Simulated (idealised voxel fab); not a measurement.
process module | voxel air gaps
cross-section cut | 245 nm wide | cells 5 nm
A cross-section is a grid of square cells, given in bands from the top down. A band is one or more rows of cells.
Each band's line starts with the height of the band's top and of its bottom, in nm. Then come its materials from left to right, each with its width in nm. One material with "throughout" fills the band from edge to edge. "air" is empty space.
Height 0 is the level under which the wafer as received is all one material. The lowest band goes on downwards, as in "0 down".
A width such as "30 to 40" changes by the same amount from each row of cells to the next, from the band's top row to its bottom row.
"no change" after a step means that no cell of the cross-section changed.
closed voids: empty space of 8 cells or more with no open way to the top, each as width x height at its distance from the left edge, in nm
after a step's settings: what the simulator itself notes on the step
overlay nm, on a step with a mask: how far to the right of its planned place the mask lay; to the left if negative
plan
1 op RECEIVE | material Si
2 op CONFORMAL_DEP | material SiO2 | thk nm 10
3 op CONFORMAL_DEP | material SiN | thk nm 5
4 op DIRECTIONAL_DEP | material lowk | thk nm 35
5 op DIRECTIONAL_DEP | material aC | thk nm 10
6 op PATTERN | tone open | mask id LINES | material resist | width nm 20 | pitch nm 50 | thk nm 25 | overlay nm 0
7 op DIRECTIONAL_ETCH | etch materials aC | depth nm 10
8 op STRIP | etch materials resist
9 op DIRECTIONAL_ETCH | etch materials lowk | depth nm 35
10 op STRIP | etch materials aC
11 op CONFORMAL_DEP | material TiN | thk nm 5
12 op FILL_DEP | material Ru | thk nm 5
13 op CMP | height nm 50
14 op EPI | material Ru | thk nm 10
15 op SELECTIVE_ETCH | etch materials lowk | depth nm 45
16 op CONFORMAL_DEP | material SiCN | thk nm 5
as received, after step 1
  0 down: Si throughout
  closed voids: none
a wafer at the end: this start, this plan, one mistake
  65 to 60: air 50 | SiCN 150 | air 45
  60 to 50: air 50 | SiCN 5 | Ru 40 | SiCN 10 | Ru 40 | SiCN 10 | Ru 40 | SiCN 5 | air 45
  50 to 45: air 50 | SiCN 15 | TiN 5 | Ru 10 | TiN 5 | SiCN 30 | TiN 5 | Ru 10 | TiN 5 | SiCN 30 | TiN 5 | Ru 10 | TiN 5 | SiCN 15 | air 45
  45 to 20: air 60 | SiCN 5 | TiN 5 | Ru 10 | TiN 5 | SiCN 5 | air 20 | SiCN 5 | TiN 5 | Ru 10 | TiN 5 | SiCN 5 | air 20 | SiCN 5 | TiN 5 | Ru 10 | TiN 5 | SiCN 5 | air 55
  20 to 15: SiCN 65 | TiN 20 | SiCN 30 | TiN 20 | SiCN 30 | TiN 20 | SiCN 60
  15 to 10: SiN throughout
  10 to 0: SiO2 throughout
  0 down: Si throughout
  closed voids: 20 x 25 at 90; 20 x 25 at 140
what went wrong: step 6 ran as: op PATTERN | tone open | mask id LINES | material resist | width nm 20 | pitch nm 50 | thk nm 25 | overlay nm 5
